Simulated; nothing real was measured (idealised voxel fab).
process module | voxel ribs on slabs
cross-section cut | 270 nm wide | cells 5 nm
A cross-section is a grid of square cells, given in bands from the top down. A band is one or more rows of cells.
Each band's line starts with the height of the band's top and of its bottom, in nm. Then come its materials from left to right, each with its width in nm. One material with "throughout" fills the band from edge to edge. "air" is empty space.
Height 0 is the level under which the wafer as received is all one material. The lowest band goes on downwards, as in "0 down".
A width such as "30 to 40" changes by the same amount from each row of cells to the next, from the band's top row to its bottom row.
"no change" after a step means that no cell of the cross-section changed.
closed voids: empty space of 8 cells or more with no open way to the top, each as width x height at its distance from the left edge, in nm
after a step's settings: what the simulator itself notes on the step
overlay nm, on a step with a mask: how far to the right of its planned place the mask lay; to the left if negative
plan
1 op RECEIVE | material Si
2 op DIRECTIONAL_DEP | material SiO2 | thk nm 30
3 op DIRECTIONAL_DEP | material SiN | thk nm 20
4 op DIRECTIONAL_DEP | material aC | thk nm 10
5 op PATTERN | tone cover | mask id RIB | material resist | width nm 15 | thk nm 30 | overlay nm 0
6 op DIRECTIONAL_ETCH | etch materials aC | depth nm 10
7 op STRIP | etch materials resist
8 op DIRECTIONAL_ETCH | etch materials SiN | depth nm 15
9 op STRIP | etch materials aC
10 op MASKED_ETCH | tone cover | mask id SLAB | width nm 75 | etch materials SiN | depth nm 5 | overlay nm 0
11 op FILL_DEP | material SiO2 | thk nm 25
12 op CMP | height nm 70
13 op DIRECTIONAL_DEP | material W | thk nm 5
14 op MASKED_ETCH | tone cover | mask id HEATER | width nm 25 | etch materials W | depth nm 5 | overlay nm 0
15 op CONFORMAL_DEP | material SiO2 | thk nm 5
as received, after step 1
  0 down: Si throughout
  closed voids: none
first wafer at the end, as planned
  80 to 75: air 115 | SiO2 35 | air 120
  75 to 70: SiO2 120 | W 25 | SiO2 125
  70 to 50: SiO2 throughout
  50 to 35: SiO2 125 | SiN 15 | SiO2 130
  35 to 30: SiO2 95 | SiN 75 | SiO2 100
  30 to 0: SiO2 throughout
  0 down: Si throughout
  closed voids: none
second wafer at the end: like start, like plan, one mistake
  80 to 75: air 115 | SiO2 35 | air 120
  75 to 70: SiO2 120 | W 25 | SiO2 125
  70 to 20: SiO2 throughout
  20 to 0: SiN throughout
  0 down: Si throughout
  closed voids: none
what went wrong: steps 2 and 3 were swapped
at the end the second wafer has, in cells: 192 more of SiN | 192 fewer of SiO2
